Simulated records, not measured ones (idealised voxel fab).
A process module follows: voxel gate over fins.
Displayed cross-section: cut, width of 185 nm, square cells sized 5 nm.
Each cross-section below is a grid of square cells, stated as bands in top-down order, with one or more rows of cells making up each band.
Band: top and bottom heights (nm) first, top before bottom; then materials from left to right, widths in nm. "everywhere" marks a sole material filling the band edge to edge. "blank" denotes empty space.
Note: height 0 marks the level under which the wafer is uniformly one material as received. Lowest band unbounded below, written "0 down".
The two numbers in a width such as "30..40" mark its ends across the band: the first belongs to the top row of cells, the second to the bottom row, and from each row to the next the width moves by the same amount.
"all unchanged" -> step changed no cross-section cell.
Listed in "Unvented cavities": every empty space of 8 or more cells without an open way to the top. Form: width x height at distance, the distance being from the left edge, all in nm.
That trailing text on a step's line, after the settings, is the simulator's own remark on the step.
A step line may carry the setting "overlay nm", which, for steps involving a mask, states the distance by which the mask lay to the right of its intended position; negative values denote displacement to the left.
**Process steps - plan**
1 op RECEIVE | material Si
2 op CONFORMAL_DEP | material SiN | thk nm 5
3 op DIRECTIONAL_DEP | material aC | thk nm 15
4 op PATTERN | tone cover | mask id FINS | material resist | width nm 15 | pitch nm 45 | thk nm 35 | overlay nm 0
5 op DIRECTIONAL_ETCH | etch materials aC | depth nm 15
6 op STRIP | etch materials resist
7 op DIRECTIONAL_ETCH | etch materials SiN | depth nm 5
8 op DIRECTIONAL_ETCH | etch materials Si | depth nm 30
9 op STRIP | etch materials aC
10 op OXIDIZE | depth nm 5
11 op FILL_DEP | material SiO2 | thk nm 5
12 op CMP | height nm 5
13 op SELECTIVE_ETCH | etch materials SiO2 | depth nm 20
14 op STRIP | etch materials SiN
15 op CONFORMAL_DEP | material HfO2 | thk nm 5
16 op CONFORMAL_DEP | material TiN | thk nm 5
17 op FILL_DEP | material W | thk nm 15
18 op CMP | height nm 20
19 op CONFORMAL_DEP | material SiCN | thk nm 5
**Below: the first of two wafers, run as planned**
**Incoming wafer, cross-sectional view, post step 1**
- 0 down: Si everywhere
- Unvented cavities: none
**Presented here is a cross-section of the wafer after step 2 has been performed**
- 5 to 0: SiN everywhere
- Nothing below the height 0 has changed.
**Presented here is a cross-section of the wafer after step 3 has been performed**
- 20 to 5: aC everywhere
- Nothing below the height 5 has changed.
**Presented here is a cross-section of the wafer after step 4 has been performed**
- 55 to 20: blank 40 / resist 15 / blank 30 / resist 15 / blank 30 / resist 15 / blank 40
- Nothing below the height 20 has changed.
**Presented here is a cross-section of the wafer after step 5 has been performed**
- 40 to 20: blank 40 / resist 15 / blank 30 / resist 15 / blank 30 / resist 15 / blank 40
- 20 to 5: blank 40 / aC 15 / blank 30 / aC 15 / blank 30 / aC 15 / blank 40
- Nothing below the height 5 has changed.
**Presented here is a cross-section of the wafer after step 6 has been performed**
- 20 to 5: blank 40 / aC 15 / blank 30 / aC 15 / blank 30 / aC 15 / blank 40
- Nothing below the height 5 has changed.
**Presented here is a cross-section of the wafer after step 7 has been performed**
- 20 to 5: blank 40 / aC 15 / blank 30 / aC 15 / blank 30 / aC 15 / blank 40
- 5 to 0: blank 40 / SiN 15 / blank 30 / SiN 15 / blank 30 / SiN 15 / blank 40
- Nothing below the height 0 has changed.
**Presented here is a cross-section of the wafer after step 8 has been performed**
- 20 to 5: blank 40 / aC 15 / blank 30 / aC 15 / blank 30 / aC 15 / blank 40
- 5 to 0: blank 40 / SiN 15 / blank 30 / SiN 15 / blank 30 / SiN 15 / blank 40
- 0 to -30: blank 40 / Si 15 / blank 30 / Si 15 / blank 30 / Si 15 / blank 40
- Nothing below the height -30 has changed.
**Presented here is a cross-section of the wafer after step 9 has been performed**
- 5 to 0: blank 40 / SiN 15 / blank 30 / SiN 15 / blank 30 / SiN 15 / blank 40
- Nothing below the height 0 has changed.
**Presented here is a cross-section of the wafer after step 10 has been performed**
- 5 to 0: blank 40 / SiN 15 / blank 30 / SiN 15 / blank 30 / SiN 15 / blank 40
- 0 to -30: blank 40 / SiO2 5 / Si 5 / SiO2 5 / blank 30 / SiO2 5 / Si 5 / SiO2 5 / blank 30 / SiO2 5 / Si 5 / SiO2 5 / blank 40
- -30 to -35: SiO2 45 / Si 5 / SiO2 40 / Si 5 / SiO2 40 / Si 5 / SiO2 45
- Nothing below the height -35 has changed.
**Presented here is a cross-section of the wafer after step 11 has been performed**
- 10 to 5: SiO2 everywhere
- 5 to 0: SiO2 40 / SiN 15 / SiO2 30 / SiN 15 / SiO2 30 / SiN 15 / SiO2 40
- 0 to -35: SiO2 45 / Si 5 / SiO2 40 / Si 5 / SiO2 40 / Si 5 / SiO2 45
- Nothing below the height -35 has changed.
**Presented here is a cross-section of the wafer after step 12 has been performed**
- 5 to 0: SiO2 40 / SiN 15 / SiO2 30 / SiN 15 / SiO2 30 / SiN 15 / SiO2 40
- Nothing below the height 0 has changed.
**Presented here is a cross-section of the wafer after step 13 has been performed**
- 5 to 0: blank 40 / SiN 15 / blank 30 / SiN 15 / blank 30 / SiN 15 / blank 40
- 0 to -15: blank 45 / Si 5 / blank 40 / Si 5 / blank 40 / Si 5 / blank 45
- Nothing below the height -15 has changed.
**Presented here is a cross-section of the wafer after step 14 has been performed**
- 0 to -15: blank 45 / Si 5 / blank 40 / Si 5 / blank 40 / Si 5 / blank 45
- Nothing below the height -15 has changed.
**Presented here is a cross-section of the wafer after step 15 has been performed**
- 5 to 0: blank 40 / HfO2 15 / blank 30 / HfO2 15 / blank 30 / HfO2 15 / blank 40
- 0 to -10: blank 40 / HfO2 5 / Si 5 / HfO2 5 / blank 30 / HfO2 5 / Si 5 / HfO2 5 / blank 30 / HfO2 5 / Si 5 / HfO2 5 / blank 40
- -10 to -15: HfO2 45 / Si 5 / HfO2 40 / Si 5 / HfO2 40 / Si 5 / HfO2 45
- Nothing below the height -15 has changed.
**Presented here is a cross-section of the wafer after step 16 has been performed**
- 10 to 5: blank 35 / TiN 25 / blank 20 / TiN 25 / blank 20 / TiN 25 / blank 35
- 5 to 0: blank 35 / TiN 5 / HfO2 15 / TiN 5 / blank 20 / TiN 5 / HfO2 15 / TiN 5 / blank 20 / TiN 5 / HfO2 15 / TiN 5 / blank 35
- 0 to -5: blank 35 / TiN 5 / HfO2 5 / Si 5 / HfO2 5 / TiN 5 / blank 20 / TiN 5 / HfO2 5 / Si 5 / HfO2 5 / TiN 5 / blank 20 / TiN 5 / HfO2 5 / Si 5 / HfO2 5 / TiN 5 / blank 35
- -5 to -10: TiN 40 / HfO2 5 / Si 5 / HfO2 5 / TiN 30 / HfO2 5 / Si 5 / HfO2 5 / TiN 30 / HfO2 5 / Si 5 / HfO2 5 / TiN 40
- Nothing below the height -10 has changed.
**Presented here is a cross-section of the wafer after step 17 has been performed**
- 25 to 10: W everywhere
- 10 to 5: W 35 / TiN 25 / W 20 / TiN 25 / W 20 / TiN 25 / W 35
- 5 to 0: W 35 / TiN 5 / HfO2 15 / TiN 5 / W 20 / TiN 5 / HfO2 15 / TiN 5 / W 20 / TiN 5 / HfO2 15 / TiN 5 / W 35
- 0 to -5: W 35 / TiN 5 / HfO2 5 / Si 5 / HfO2 5 / TiN 5 / W 20 / TiN 5 / HfO2 5 / Si 5 / HfO2 5 / TiN 5 / W 20 / TiN 5 / HfO2 5 / Si 5 / HfO2 5 / TiN 5 / W 35
- Nothing below the height -5 has changed.
**Presented here is a cross-section of the wafer after step 18 has been performed**
- 20 to 10: W everywhere
- Nothing below the height 10 has changed.
**Presented here is a cross-section of the wafer after step 19 has been performed**
- 25 to 20: SiCN everywhere
- Nothing below the height 20 has changed.
**The second wafer was prepared from the same starting point and under the same plan as the first; its processing contained one mistake, and it remains indistinguishable from the first wafer up to and including step 3**
**Cross-section: second wafer, time at which step 4 was scheduled to end**
- 55 to 20: blank 35 / resist 25 / blank 20 / resist 25 / blank 20 / resist 25 / blank 35
- Nothing below the height 20 has changed.
**Cross-section: second wafer, time at which step 5 was scheduled to end**
- 40 to 20: blank 35 / resist 25 / blank 20 / resist 25 / blank 20 / resist 25 / blank 35
- 20 to 5: blank 35 / aC 25 / blank 20 / aC 25 / blank 20 / aC 25 / blank 35
- Nothing below the height 5 has changed.
**Cross-section: second wafer, time at which step 6 was scheduled to end**
- 20 to 5: blank 35 / aC 25 / blank 20 / aC 25 / blank 20 / aC 25 / blank 35
- Nothing below the height 5 has changed.
**Cross-section: second wafer, time at which step 7 was scheduled to end**
- 20 to 5: blank 35 / aC 25 / blank 20 / aC 25 / blank 20 / aC 25 / blank 35
- 5 to 0: blank 35 / SiN 25 / blank 20 / SiN 25 / blank 20 / SiN 25 / blank 35
- Nothing below the height 0 has changed.
**Cross-section: second wafer, time at which step 8 was scheduled to end**
- 20 to 5: blank 35 / aC 25 / blank 20 / aC 25 / blank 20 / aC 25 / blank 35
- 5 to 0: blank 35 / SiN 25 / blank 20 / SiN 25 / blank 20 / SiN 25 / blank 35
- 0 to -30: blank 35 / Si 25 / blank 20 / Si 25 / blank 20 / Si 25 / blank 35
- Nothing below the height -30 has changed.
**Cross-section: second wafer, time at which step 9 was scheduled to end**
- 5 to 0: blank 35 / SiN 25 / blank 20 / SiN 25 / blank 20 / SiN 25 / blank 35
- Nothing below the height 0 has changed.
**Cross-section: second wafer, time at which step 10 was scheduled to end**
- 5 to 0: blank 35 / SiN 25 / blank 20 / SiN 25 / blank 20 / SiN 25 / blank 35
- 0 to -30: blank 35 / SiO2 5 / Si 15 / SiO2 5 / blank 20 / SiO2 5 / Si 15 / SiO2 5 / blank 20 / SiO2 5 / Si 15 / SiO2 5 / blank 35
- -30 to -35: SiO2 40 / Si 15 / SiO2 30 / Si 15 / SiO2 30 / Si 15 / SiO2 40
- Nothing below the height -35 has changed.
**Cross-section: second wafer, time at which step 11 was scheduled to end**
- 10 to 5: SiO2 everywhere
- 5 to 0: SiO2 35 / SiN 25 / SiO2 20 / SiN 25 / SiO2 20 / SiN 25 / SiO2 35
- 0 to -35: SiO2 40 / Si 15 / SiO2 30 / Si 15 / SiO2 30 / Si 15 / SiO2 40
- Nothing below the height -35 has changed.
**Cross-section: second wafer, time at which step 12 was scheduled to end**
- 5 to 0: SiO2 35 / SiN 25 / SiO2 20 / SiN 25 / SiO2 20 / SiN 25 / SiO2 35
- Nothing below the height 0 has changed.
**Cross-section: second wafer, time at which step 13 was scheduled to end**
- 5 to 0: blank 35 / SiN 25 / blank 20 / SiN 25 / blank 20 / SiN 25 / blank 35
- 0 to -15: blank 40 / Si 15 / blank 30 / Si 15 / blank 30 / Si 15 / blank 40
- Nothing below the height -15 has changed.
**Cross-section: second wafer, time at which step 14 was scheduled to end**
- 0 to -15: blank 40 / Si 15 / blank 30 / Si 15 / blank 30 / Si 15 / blank 40
- Nothing below the height -15 has changed.
**Cross-section: second wafer, time at which step 15 was scheduled to end**
- 5 to 0: blank 35 / HfO2 25 / blank 20 / HfO2 25 / blank 20 / HfO2 25 / blank 35
- 0 to -10: blank 35 / HfO2 5 / Si 15 / HfO2 5 / blank 20 / HfO2 5 / Si 15 / HfO2 5 / blank 20 / HfO2 5 / Si 15 / HfO2 5 / blank 35
- -10 to -15: HfO2 40 / Si 15 / HfO2 30 / Si 15 / HfO2 30 / Si 15 / HfO2 40
- Nothing below the height -15 has changed.
**Cross-section: second wafer, time at which step 16 was scheduled to end**
- 10 to 5: blank 30 / TiN 35 / blank 10 / TiN 35 / blank 10 / TiN 35 / blank 30
- 5 to 0: blank 30 / TiN 5 / HfO2 25 / TiN 5 / blank 10 / TiN 5 / HfO2 25 / TiN 5 / blank 10 / TiN 5 / HfO2 25 / TiN 5 / blank 30
- 0 to -5: blank 30 / TiN 5 / HfO2 5 / Si 15 / HfO2 5 / TiN 5 / blank 10 / TiN 5 / HfO2 5 / Si 15 / HfO2 5 / TiN 5 / blank 10 / TiN 5 / HfO2 5 / Si 15 / HfO2 5 / TiN 5 / blank 30
- -5 to -10: TiN 35 / HfO2 5 / Si 15 / HfO2 5 / TiN 20 / HfO2 5 / Si 15 / HfO2 5 / TiN 20 / HfO2 5 / Si 15 / HfO2 5 / TiN 35
- Nothing below the height -10 has changed.
**Cross-section: second wafer, time at which step 17 was scheduled to end**
- 25 to 10: W everywhere
- 10 to 5: W 30 / TiN 35 / W 10 / TiN 35 / W 10 / TiN 35 / W 30
- 5 to 0: W 30 / TiN 5 / HfO2 25 / TiN 5 / W 10 / TiN 5 / HfO2 25 / TiN 5 / W 10 / TiN 5 / HfO2 25 / TiN 5 / W 30
- 0 to -5: W 30 / TiN 5 / HfO2 5 / Si 15 / HfO2 5 / TiN 5 / W 10 / TiN 5 / HfO2 5 / Si 15 / HfO2 5 / TiN 5 / W 10 / TiN 5 / HfO2 5 / Si 15 / HfO2 5 / TiN 5 / W 30
- Nothing below the height -5 has changed.
**Cross-section: second wafer, time at which step 18 was scheduled to end**
- 20 to 10: W everywhere
- Nothing below the height 10 has changed.
**Cross-section: second wafer, time at which step 19 was scheduled to end**
- 25 to 20: SiCN everywhere
- Nothing below the height 20 has changed.
Deviation from plan: rather than as planned, step 4 actually ran as op PATTERN | tone cover | mask id FINS | material resist | width nm 25 | pitch nm 45 | thk nm 35 | overlay nm 0
It is noted that, at the conclusion of processing, the second wafer exhibits a higher or lower cell count for certain materials relative to the first: 42 more of Si, 24 fewer of SiO2, 18 fewer of W
